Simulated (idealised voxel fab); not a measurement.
The process module that follows is named voxel released beams.
295 nm wide, 5 nm square cells: that's cross-section cut.
A cross-section is written here as square cells arranged in a grid, and it is given in bands from the top down, each band taking up one or more rows of cells.
Top, bottom (nm), then materials left to right with widths (nm); lone material tagged "everywhere" fills the whole band edge to edge; "blank" = empty space.
Heads up on the height convention: 0 is the point under which the incoming wafer is all one material, and the lowest band has no bottom, it just keeps going down, like "0..down".
Quick explanation for "30->40": the width changes in equal steps down the rows of cells, from the first number in the band's top row to the second number in its bottom row.
Where a step carries "changes: none", the cross-section came out of it unchanged, cell for cell.
Closed-off voids of 8+ cells (no open route to the top) go in "Closed empty spaces", written width x height at distance from the left edge, in nm.
That trailing text on a step's line, after the settings, is the simulator's own remark on the step.
A step's line can hold "overlay nm"; with a mask on that step, the setting says how far right of the planned place the mask lay, while a negative setting says it lay to the left.
-- So here's the lineup of process steps we planned
1 RECEIVE: material Si
2 CONFORMAL_DEP: material Al2O3, thk nm 5
3 DIRECTIONAL_DEP: material SiO2, thk nm 20
4 MASKED_ETCH: tone open, mask id ANCHOR, width nm 35, etch materials SiO2, depth nm 20, overlay nm 0
5 CONFORMAL_DEP: material SiN, thk nm 10
6 DIRECTIONAL_DEP: material aC, thk nm 15
7 PATTERN: tone cover, mask id BEAM, material resist, width nm 110, thk nm 30, overlay nm 0
8 DIRECTIONAL_ETCH: etch materials aC, depth nm 15
9 STRIP: etch materials resist
10 DIRECTIONAL_ETCH: etch materials SiN, depth nm 10
11 STRIP: etch materials aC
12 STRIP: etch materials SiO2
-- Wafer as received: cross-section following step 1
* 0..down  Si everywhere
* Closed empty spaces: none
-- This is how the wafer looks in cross-section once the module is done, given the starting state and plan above and one mistake in carrying the plan out
* 45..35  90 blank; 15 SiN; 15 blank; 80 SiN; 95 blank
* 35..25  95 blank; 10 SiN; 15 blank; 10 SiN; 165 blank
* 25..15  95 blank; 35 SiN; 165 blank
* 15..0  Al2O3 everywhere
* 0..down  Si everywhere
* Closed empty spaces: none
Plan not followed: off-plan run, step 2, actual operation and settings CONFORMAL_DEP: material Al2O3, thk nm 15
